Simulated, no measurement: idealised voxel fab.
voxel gate over fins: a process module
cross-section cut | 230 nm wide | cells 5 nm
This document writes a cross-section as a grid whose cells are square, and gives it as bands, listed from the top down; one or more rows of cells form a band.
First you get the band's top height and its bottom height, in nm, and then the materials it's made of, left to right, with each width in nm. If you see a single material with "everywhere", that one covers the band edge to edge. "empty" is empty space.
Heights are expressed relative to 0, this being the level below which the as-received wafer comprises one material exclusively. The lowest band is unbounded in the downward direction and is denoted as in "0..down".
Quick explanation for "30..40": the width changes in equal steps down the rows of cells, from the first number in the band's top row to the second number in its bottom row.
The designation "all unchanged", where it is given for a processing step, indicates that no cell of the cross-section was altered in the course of that step.
Cavities, closed: empty space of 8 cells or more with no open way to the top, each as width x height at its distance from the left edge, in nm
If you see something after the settings on a step's line, that's the simulator's own remark about that step.
Regarding "overlay nm": on a step with a mask, it is the distance the mask lay to the right of its planned place; a negative value places it to the left.
Process steps - plan:
step 1: RECEIVE | material Si
step 2: CONFORMAL_DEP | material SiN | thk nm 5
step 3: PATTERN | tone cover | mask id FINS | material resist | width nm 15 | pitch nm 60 | thk nm 20 | overlay nm 0
step 4: DIRECTIONAL_ETCH | etch materials SiN | depth nm 5
step 5: DIRECTIONAL_ETCH | etch materials Si | depth nm 35
step 6: STRIP | etch materials resist
step 7: OXIDIZE | depth nm 5
step 8: FILL_DEP | material SiO2 | thk nm 15
step 9: CMP | height nm 5
step 10: PATTERN | tone open | mask id RAIL | material resist | width nm 15 | thk nm 20 | overlay nm 0
step 11: DIRECTIONAL_ETCH | etch materials SiO2 | depth nm 35
step 12: STRIP | etch materials resist
step 13: CONFORMAL_DEP | material TiN | thk nm 5
step 14: FILL_DEP | material Ru | thk nm 10
step 15: CMP | height nm 5
step 16: SELECTIVE_ETCH | etch materials W Ru TiN | depth nm 30
step 17: FILL_DEP | material SiO2 | thk nm 5
step 18: CMP | height nm 5
step 19: SELECTIVE_ETCH | etch materials SiO2 | depth nm 20
step 20: STRIP | etch materials SiN
step 21: CONFORMAL_DEP | material HfO2 | thk nm 5
step 22: CONFORMAL_DEP | material TiN | thk nm 5
step 23: CONFORMAL_DEP | material TiAl | thk nm 5
step 24: CONFORMAL_DEP | material TiN | thk nm 5
step 25: FILL_DEP | material W | thk nm 15
step 26: CMP | height nm 30
step 27: CONFORMAL_DEP | material SiN | thk nm 10
Cross-section of the incoming wafer, state after step 1:
> 0..down  Si everywhere
> Cavities, closed: none
Figure: cross-sectional view of the wafer upon completion of the module, processed from the initial state and according to the plan depicted above, with one error introduced during execution:
> 40..30  SiN everywhere
> 30..20  W everywhere
> 20..15  W (60)  TiN (45)  W (15)  TiN (45)  W (65)
> 15..10  W (60)  TiN (5)  TiAl (35)  TiN (5)  W (15)  TiN (5)  TiAl (35)  TiN (5)  W (65)
> 10..5  W (60)  TiN (5)  TiAl (5)  TiN (25)  TiAl (5)  TiN (5)  W (15)  TiN (5)  TiAl (5)  TiN (25)  TiAl (5)  TiN (5)  W (65)
> 5..0  TiN (65)  TiAl (5)  TiN (5)  HfO2 (15)  TiN (5)  TiAl (5)  TiN (25)  TiAl (5)  TiN (5)  HfO2 (15)  TiN (5)  TiAl (5)  TiN (70)
> 0..-5  TiAl (70)  TiN (5)  HfO2 (5)  Si (5)  HfO2 (5)  TiN (5)  TiAl (35)  TiN (5)  HfO2 (5)  Si (5)  HfO2 (5)  TiN (5)  TiAl (75)
> -5..-10  TiN (65)  TiAl (5)  TiN (5)  HfO2 (5)  Si (5)  HfO2 (5)  TiN (5)  TiAl (5)  TiN (25)  TiAl (5)  TiN (5)  HfO2 (5)  Si (5)  HfO2 (5)  TiN (5)  TiAl (5)  TiN (70)
> -10..-15  HfO2 (60)  TiN (15)  HfO2 (5)  Si (5)  HfO2 (5)  TiN (15)  HfO2 (15)  TiN (15)  HfO2 (5)  Si (5)  HfO2 (5)  TiN (15)  HfO2 (65)
> -15..-20  SiO2 (55)  HfO2 (25)  Si (5)  HfO2 (25)  SiO2 (5)  HfO2 (25)  Si (5)  HfO2 (25)  SiO2 (60)
> -20..-25  SiO2 (80)  Si (5)  SiO2 (55)  Si (5)  SiO2 (85)
> -25..-30  SiO2 (80)  Si (5)  SiO2 (20)  TiN (15)  SiO2 (20)  Si (5)  SiO2 (85)
> -30..-40  SiO2 (80)  Si (5)  SiO2 (55)  Si (5)  SiO2 (85)
> -40..down  Si everywhere
> Cavities, closed: none
So what did we get wrong on this run? the run placed steps 19 and 20 each in the position the plan gave to the other
